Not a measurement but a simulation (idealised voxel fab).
The document below concerns the process module designated voxel lift off.
Displayed cross-section: cut, width of 260 nm, square cells sized 5 nm.
Throughout this document, each cross-section is represented as a grid of square cells and is presented as a sequence of bands enumerated from the top downward, where a band comprises one or more rows of cells.
Each band's line starts with the height of the band's top and of its bottom, in nm. Then come its materials from left to right, each with its width in nm. One material with "all across" fills the band from edge to edge. "blank" is empty space.
Heights are expressed relative to 0, this being the level below which the as-received wafer comprises one material exclusively. The lowest band is unbounded in the downward direction and is denoted as in "0 -> down".
Top row gets the first number, bottom row gets the second, and each row in between changes by the same step: that is how a band width like "30->40" works.
For the purposes of this document, the phrase "remains unaltered" attached to a step denotes that no cell within the cross-section was modified by that step.
So "Non-vented voids" is basically the list of trapped voids: any empty space of 8 cells or more that can't reach the top through an opening. They're written width x height at distance, the distance being from the left edge, and it's all nm.
On a step's line, text after the settings is the simulator commenting on that step.
overlay nm: on a step with a mask, how far right of its planned place the mask lay; negative means left.

The planned process steps are enumerated hereunder
1,RECEIVE | material Si
2,CONFORMAL_DEP | material SiO2 | thk nm 15
3,PATTERN | tone open | mask id LINES | material resist | width nm 15 | pitch nm 45 | thk nm 30 | overlay nm 0
4,DIRECTIONAL_DEP | material Ru | thk nm 15
5,STRIP | etch materials resist
6,CONFORMAL_DEP | material SiN | thk nm 5

Of two wafers, the first: run according to plan

As received (post step 1): cross-section
* 0 -> down  Si all across
* Non-vented voids: none

So this is the wafer cross-section right after step 2
* 15 -> 0  SiO2 all across
* Below 0, the layers are the same as they were.

So this is the wafer cross-section right after step 3
* 45 -> 15  resist=100  blank=15  resist=30  blank=15  resist=100
* Below 15, the layers are the same as they were.

So this is the wafer cross-section right after step 4
* 60 -> 45  Ru=100  blank=15  Ru=30  blank=15  Ru=100
* 45 -> 30  resist=100  blank=15  resist=30  blank=15  resist=100
* 30 -> 15  resist=100  Ru=15  resist=30  Ru=15  resist=100
* Below 15, the layers are the same as they were.

So this is the wafer cross-section right after step 5
* 30 -> 15  blank=100  Ru=15  blank=30  Ru=15  blank=100
* Below 15, the layers are the same as they were.

So this is the wafer cross-section right after step 6
* 35 -> 30  blank=95  SiN=25  blank=20  SiN=25  blank=95
* 30 -> 20  blank=95  SiN=5  Ru=15  SiN=5  blank=20  SiN=5  Ru=15  SiN=5  blank=95
* 20 -> 15  SiN=100  Ru=15  SiN=30  Ru=15  SiN=100
* Below 15, the layers are the same as they were.

Notes, second wafer: start = first wafer's, plan = first wafer's, execution had one mistake; history identical to first through step 1

Second wafer profile in section, at the moment step 2 of the plan was meant to be complete: remains unaltered

Second wafer profile in section, at the moment step 3 of the plan was meant to be complete
* 30 -> 0  resist=100  blank=15  resist=30  blank=15  resist=100
* Below 0, the layers are the same as they were.

Second wafer profile in section, at the moment step 4 of the plan was meant to be complete
* 45 -> 30  Ru=100  blank=15  Ru=30  blank=15  Ru=100
* 30 -> 15  resist=100  blank=15  resist=30  blank=15  resist=100
* 15 -> 0  resist=100  Ru=15  resist=30  Ru=15  resist=100
* Below 0, the layers are the same as they were.

Second wafer profile in section, at the moment step 5 of the plan was meant to be complete
* 15 -> 0  blank=100  Ru=15  blank=30  Ru=15  blank=100
* Below 0, the layers are the same as they were.

Second wafer profile in section, at the moment step 6 of the plan was meant to be complete
* 20 -> 15  blank=95  SiN=25  blank=20  SiN=25  blank=95
* 15 -> 5  blank=95  SiN=5  Ru=15  SiN=5  blank=20  SiN=5  Ru=15  SiN=5  blank=95
* 5 -> 0  SiN=100  Ru=15  SiN=30  Ru=15  SiN=100
* Below 0, the layers are the same as they were.
In executing the process, a mistake was made relative to the plan: heads up, step 2 of the plan was skipped and never actually ran
At the finish, the second wafer shows more or fewer cells for some materials than the first does: SiO2: 156 fewer
